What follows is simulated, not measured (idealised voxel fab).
voxel local oxidation: a process module
This is section cut - it's 255 nm across, gridded in 5 nm square cells.
If you're reading a cross-section in this doc, picture square cells in a grid; it comes to you as bands, top ones listed first down to the bottom, and a band can be one or more rows of cells. Top height, bottom height, nm. Materials left to right, width each, nm. Single material + "throughout" = fills band edge to edge. "air" = empty. Heights are expressed relative to 0, this being the level below which the as-received wafer comprises one material exclusively. The lowest band is unbounded in the downward direction and is denoted as in "0 -> down". A two-number width, for instance "30 to 40", indicates that the width is equal to the first number in the top row of the band and to the second number in the bottom row, and that it changes by a constant amount per row of cells. A step reported as "nothing altered" is a step in which no cell of the cross-section changed. "Listed closed voids": empty spaces of 8 cells or more with no open way to the top, each given as width x height at distance, distance from the left edge, all in nm. The remark found on a step's line after its settings is issued by the simulator itself and pertains to that step. What "overlay nm" on a step's line means: if the step has a mask, that mask lay this far to the right of its planned place, or, when the value is negative, to the left.
PLANNED PROCESS STEPS
step 1: RECEIVE with material Si
step 2: CONFORMAL_DEP with material SiO2, thk nm 5
step 3: CONFORMAL_DEP with material SiN, thk nm 15
step 4: PATTERN with tone cover, mask id ACTIVE, material resist, width nm 95, thk nm 20, overlay nm 0
step 5: DIRECTIONAL_ETCH with etch materials SiN, depth nm 15
step 6: STRIP with etch materials resist
step 7: SELECTIVE_ETCH with etch materials SiO2, depth nm 5
step 8: OXIDIZE with depth nm 10
step 9: STRIP with etch materials SiN
FIRST OF TWO WAFERS - AS PLANNED
SHOWN IN CROSS-SECTION IS THE WAFER AS RECEIVED, THAT IS, AS IT STANDS AFTER STEP 1
	0 -> down = Si throughout
	Listed closed voids: none
STATE OF THE WAFER AFTER STEP 2, SHOWN IN CROSS-SECTION
	5 -> 0 = SiO2 throughout
	Note: structure below 0 unchanged.
STATE OF THE WAFER AFTER STEP 3, SHOWN IN CROSS-SECTION
	20 -> 5 = SiN throughout
	Note: structure below 5 unchanged.
STATE OF THE WAFER AFTER STEP 4, SHOWN IN CROSS-SECTION
	40 -> 20 = air: 80 / resist: 95 / air: 80
	Note: structure below 20 unchanged.
STATE OF THE WAFER AFTER STEP 5, SHOWN IN CROSS-SECTION
	40 -> 20 = air: 80 / resist: 95 / air: 80
	20 -> 5 = air: 80 / SiN: 95 / air: 80
	Note: structure below 5 unchanged.
STATE OF THE WAFER AFTER STEP 6, SHOWN IN CROSS-SECTION
	20 -> 5 = air: 80 / SiN: 95 / air: 80
	Note: structure below 5 unchanged.
STATE OF THE WAFER AFTER STEP 7, SHOWN IN CROSS-SECTION
	20 -> 5 = air: 80 / SiN: 95 / air: 80
	5 -> 0 = air: 85 / SiO2: 85 / air: 85
	Note: structure below 0 unchanged.
STATE OF THE WAFER AFTER STEP 8, SHOWN IN CROSS-SECTION
	20 -> 5 = air: 80 / SiN: 95 / air: 80
	5 -> 0 = air: 85 / SiO2: 85 / air: 85
	0 -> -10 = SiO2: 95 / Si: 65 / SiO2: 95
	Note: structure below -10 unchanged.
STATE OF THE WAFER AFTER STEP 9, SHOWN IN CROSS-SECTION
	5 -> 0 = air: 85 / SiO2: 85 / air: 85
	Note: structure below 0 unchanged.
SECOND WAFER, SAME STARTING CONDITIONS AND RECIPE AS THE FIRST, ONE MISTAKE IN EXECUTING IT, NOTHING DIFFERS FROM THE FIRST UP TO AND INCLUDING STEP 3
CROSS-SECTION OF THE SECOND WAFER CORRESPONDING TO THE PLANNED CONCLUSION OF STEP 4
	40 -> 20 = resist: 80 / air: 95 / resist: 80
	Note: structure below 20 unchanged.
CROSS-SECTION OF THE SECOND WAFER CORRESPONDING TO THE PLANNED CONCLUSION OF STEP 5
	40 -> 20 = resist: 80 / air: 95 / resist: 80
	20 -> 5 = SiN: 80 / air: 95 / SiN: 80
	Note: structure below 5 unchanged.
CROSS-SECTION OF THE SECOND WAFER CORRESPONDING TO THE PLANNED CONCLUSION OF STEP 6
	20 -> 5 = SiN: 80 / air: 95 / SiN: 80
	Note: structure below 5 unchanged.
CROSS-SECTION OF THE SECOND WAFER CORRESPONDING TO THE PLANNED CONCLUSION OF STEP 7
	20 -> 5 = SiN: 80 / air: 95 / SiN: 80
	5 -> 0 = SiO2: 75 / air: 105 / SiO2: 75
	Note: structure below 0 unchanged.
CROSS-SECTION OF THE SECOND WAFER CORRESPONDING TO THE PLANNED CONCLUSION OF STEP 8
	20 -> 5 = SiN: 80 / air: 95 / SiN: 80
	5 -> 0 = SiO2: 75 / air: 105 / SiO2: 75
	0 -> -10 = Si: 65 / SiO2: 125 / Si: 65
	Note: structure below -10 unchanged.
CROSS-SECTION OF THE SECOND WAFER CORRESPONDING TO THE PLANNED CONCLUSION OF STEP 9
	5 -> 0 = SiO2: 75 / air: 105 / SiO2: 75
	Note: structure below 0 unchanged.
So what did we get wrong on this run? planned and actual differ for step 4; actual: PATTERN with tone open, mask id ACTIVE, material resist, width nm 95, thk nm 20, overlay nm 0
At the finish, the second wafer shows more or fewer cells for some materials than the first does: Si: 26 more | SiO2: 13 fewer
